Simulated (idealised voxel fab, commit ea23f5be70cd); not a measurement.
Documented hereafter: the process module known as voxel ribs on slabs.
Xsec cut, 230 nm wide, square cell size 5 nm.
If you're reading a cross-section in this doc, picture square cells in a grid; it comes to you as bands, top ones listed first down to the bottom, and a band can be one or more rows of cells. What a band's entry tells you: where the top is and where the bottom is, as heights in nm, and after that what lies inside, material by material from left to right, each with its width in nm. Empty space is written as the word "air", and a single material marked with the word "everywhere" occupies the band from edge to edge. The reference from which all heights are counted is 0, the level beneath which the as-received wafer is entirely one material; the lowest band, having no lower bound, proceeds downward and is written after the example "from 0 down". The expression "30->40" gives the width at the extremes of the band, the first number at its top row of cells and the second at its bottom row, with the width changing by equal amounts from each row to the next in between. You'll sometimes find "nothing altered" written for a step, and that's the way of saying that nowhere in the cross-section did a cell change during that step. Closed-off voids of 8+ cells (no open route to the top) go in "Cavities, sealed", written width x height at distance from the left edge, in nm. The remark found on a step's line after its settings is issued by the simulator itself and pertains to that step. overlay nm: for a step with a mask, the amount by which the mask lay right of where it was planned; a negative amount means left of it.

**Listed below are the process steps as planned**
1: RECEIVE (material Si)
2: DIRECTIONAL_DEP (material SiO2; thk nm 25)
3: DIRECTIONAL_DEP (material polySi; thk nm 20)
4: PATTERN (tone cover; mask id RIB; material resist; width nm 15; thk nm 15; overlay nm 0)
5: DIRECTIONAL_ETCH (etch materials polySi; depth nm 15)
6: STRIP (etch materials resist)
7: DIRECTIONAL_DEP (material aC; thk nm 15)
8: PATTERN (tone cover; mask id SLAB; material resist; width nm 65; thk nm 35; overlay nm 0)
9: DIRECTIONAL_ETCH (etch materials aC; depth nm 15)
10: STRIP (etch materials resist)
11: DIRECTIONAL_ETCH (etch materials polySi; depth nm 5)
12: STRIP (etch materials aC)
13: FILL_DEP (material SiO2; thk nm 20)
14: CMP (height nm 60)
15: DIRECTIONAL_DEP (material TiN; thk nm 10)
16: DIRECTIONAL_DEP (material aC; thk nm 15)
17: PATTERN (tone cover; mask id HEATER; material resist; width nm 25; thk nm 30; overlay nm 0)
18: DIRECTIONAL_ETCH (etch materials aC; depth nm 15)
19: STRIP (etch materials resist)
20: DIRECTIONAL_ETCH (etch materials TiN; depth nm 10)
21: STRIP (etch materials aC)
22: CONFORMAL_DEP (material SiO2; thk nm 10)

**first wafer, as planned**

**The cross-section here shows the wafer as received, i.e. in its state after step 1**
	from 0 down  Si everywhere
	Cavities, sealed: none

**After step 2, in cross-section**
	from 25 to 0  SiO2 everywhere
	All layers under 0 are left as they were.

**After step 3, in cross-section**
	from 45 to 25  polySi everywhere
	All layers under 25 are left as they were.

**After step 4, in cross-section**
	from 60 to 45  air (105), then resist (15), then air (110)
	All layers under 45 are left as they were.

**After step 5, in cross-section**
	from 60 to 45  air (105), then resist (15), then air (110)
	from 45 to 30  air (105), then polySi (15), then air (110)
	All layers under 30 are left as they were.

**After step 6, in cross-section**
	from 45 to 30  air (105), then polySi (15), then air (110)
	All layers under 30 are left as they were.

**After step 7, in cross-section**
	from 60 to 45  air (105), then aC (15), then air (110)
	from 45 to 30  aC (105), then polySi (15), then aC (110)
	All layers under 30 are left as they were.

**After step 8, in cross-section**
	from 95 to 60  air (80), then resist (65), then air (85)
	from 60 to 45  air (80), then resist (25), then aC (15), then resist (25), then air (85)
	All layers under 45 are left as they were.

**After step 9, in cross-section**
	from 80 to 60  air (80), then resist (65), then air (85)
	from 60 to 45  air (80), then resist (25), then aC (15), then resist (25), then air (85)
	from 45 to 30  air (80), then aC (25), then polySi (15), then aC (25), then air (85)
	All layers under 30 are left as they were.

**After step 10, in cross-section**
	from 60 to 45  air (105), then aC (15), then air (110)
	All layers under 45 are left as they were.

**After step 11, in cross-section**
	from 60 to 45  air (105), then aC (15), then air (110)
	from 45 to 30  air (80), then aC (25), then polySi (15), then aC (25), then air (85)
	from 30 to 25  air (80), then polySi (65), then air (85)
	All layers under 25 are left as they were.

**After step 12, in cross-section**
	from 45 to 30  air (105), then polySi (15), then air (110)
	All layers under 30 are left as they were.

**After step 13, in cross-section**
	from 65 to 45  SiO2 everywhere
	from 45 to 30  SiO2 (105), then polySi (15), then SiO2 (110)
	from 30 to 25  SiO2 (80), then polySi (65), then SiO2 (85)
	All layers under 25 are left as they were.

**After step 14, in cross-section**
	from 60 to 45  SiO2 everywhere
	All layers under 45 are left as they were.

**After step 15, in cross-section**
	from 70 to 60  TiN everywhere
	All layers under 60 are left as they were.

**After step 16, in cross-section**
	from 85 to 70  aC everywhere
	All layers under 70 are left as they were.

**After step 17, in cross-section**
	from 115 to 85  air (100), then resist (25), then air (105)
	All layers under 85 are left as they were.

**After step 18, in cross-section**
	from 100 to 85  air (100), then resist (25), then air (105)
	from 85 to 70  air (100), then aC (25), then air (105)
	All layers under 70 are left as they were.

**After step 19, in cross-section**
	from 85 to 70  air (100), then aC (25), then air (105)
	All layers under 70 are left as they were.

**After step 20, in cross-section**
	from 85 to 70  air (100), then aC (25), then air (105)
	from 70 to 60  air (100), then TiN (25), then air (105)
	All layers under 60 are left as they were.

**After step 21, in cross-section**
	from 70 to 60  air (100), then TiN (25), then air (105)
	All layers under 60 are left as they were.

**After step 22, in cross-section**
	from 80 to 70  air (90), then SiO2 (45), then air (95)
	from 70 to 60  SiO2 (100), then TiN (25), then SiO2 (105)
	All layers under 60 are left as they were.

**It is to be noted that the second wafer proceeded from the same initial state and according to the same plan as the first, although one mistake was committed in its execution; through step 2, inclusive, the two wafers share an identical history**

**Here is the second wafer in cross-section at the point where step 3 of the plan should have been done**
	from 65 to 25  polySi everywhere
	All layers under 25 are left as they were.

**Here is the second wafer in cross-section at the point where step 4 of the plan should have been done**
	from 80 to 65  air (105), then resist (15), then air (110)
	All layers under 65 are left as they were.

**Here is the second wafer in cross-section at the point where step 5 of the plan should have been done**
	from 80 to 65  air (105), then resist (15), then air (110)
	from 65 to 50  air (105), then polySi (15), then air (110)
	All layers under 50 are left as they were.

**Here is the second wafer in cross-section at the point where step 6 of the plan should have been done**
	from 65 to 50  air (105), then polySi (15), then air (110)
	All layers under 50 are left as they were.

**Here is the second wafer in cross-section at the point where step 7 of the plan should have been done**
	from 80 to 65  air (105), then aC (15), then air (110)
	from 65 to 50  aC (105), then polySi (15), then aC (110)
	All layers under 50 are left as they were.

**Here is the second wafer in cross-section at the point where step 8 of the plan should have been done**
	from 115 to 80  air (80), then resist (65), then air (85)
	from 80 to 65  air (80), then resist (25), then aC (15), then resist (25), then air (85)
	All layers under 65 are left as they were.

**Here is the second wafer in cross-section at the point where step 9 of the plan should have been done**
	from 100 to 80  air (80), then resist (65), then air (85)
	from 80 to 65  air (80), then resist (25), then aC (15), then resist (25), then air (85)
	from 65 to 50  air (80), then aC (25), then polySi (15), then aC (25), then air (85)
	All layers under 50 are left as they were.

**Here is the second wafer in cross-section at the point where step 10 of the plan should have been done**
	from 80 to 65  air (105), then aC (15), then air (110)
	All layers under 65 are left as they were.

**Here is the second wafer in cross-section at the point where step 11 of the plan should have been done**
	from 80 to 65  air (105), then aC (15), then air (110)
	from 65 to 50  air (80), then aC (25), then polySi (15), then aC (25), then air (85)
	from 50 to 45  air (80), then polySi (65), then air (85)
	All layers under 45 are left as they were.

**Here is the second wafer in cross-section at the point where step 12 of the plan should have been done**
	from 65 to 50  air (105), then polySi (15), then air (110)
	All layers under 50 are left as they were.

**Here is the second wafer in cross-section at the point where step 13 of the plan should have been done**
	from 85 to 65  SiO2 everywhere
	from 65 to 50  SiO2 (105), then polySi (15), then SiO2 (110)
	from 50 to 45  SiO2 (80), then polySi (65), then SiO2 (85)
	All layers under 45 are left as they were.

**Here is the second wafer in cross-section at the point where step 14 of the plan should have been done**
	from 60 to 50  SiO2 (105), then polySi (15), then SiO2 (110)
	All layers under 50 are left as they were.

**Here is the second wafer in cross-section at the point where step 15 of the plan should have been done**
	from 70 to 60  TiN everywhere
	All layers under 60 are left as they were.

**Here is the second wafer in cross-section at the point where step 16 of the plan should have been done**
	from 85 to 70  aC everywhere
	All layers under 70 are left as they were.

**Here is the second wafer in cross-section at the point where step 17 of the plan should have been done**
	from 115 to 85  air (100), then resist (25), then air (105)
	All layers under 85 are left as they were.

**Here is the second wafer in cross-section at the point where step 18 of the plan should have been done**
	from 100 to 85  air (100), then resist (25), then air (105)
	from 85 to 70  air (100), then aC (25), then air (105)
	All layers under 70 are left as they were.

**Here is the second wafer in cross-section at the point where step 19 of the plan should have been done**
	from 85 to 70  air (100), then aC (25), then air (105)
	All layers under 70 are left as they were.

**Here is the second wafer in cross-section at the point where step 20 of the plan should have been done**
	from 85 to 70  air (100), then aC (25), then air (105)
	from 70 to 60  air (100), then TiN (25), then air (105)
	All layers under 60 are left as they were.

**Here is the second wafer in cross-section at the point where step 21 of the plan should have been done**
	from 70 to 60  air (100), then TiN (25), then air (105)
	All layers under 60 are left as they were.

**Here is the second wafer in cross-section at the point where step 22 of the plan should have been done**
	from 80 to 70  air (90), then SiO2 (45), then air (95)
	from 70 to 60  SiO2 (100), then TiN (25), then SiO2 (105)
	All layers under 60 are left as they were.
Diagnosis: step 3 of the plan saw execution twice
Upon completion, the second wafer contains, in terms of cells, a greater or smaller amount of certain materials than the first wafer: SiO2 -181; polySi +181
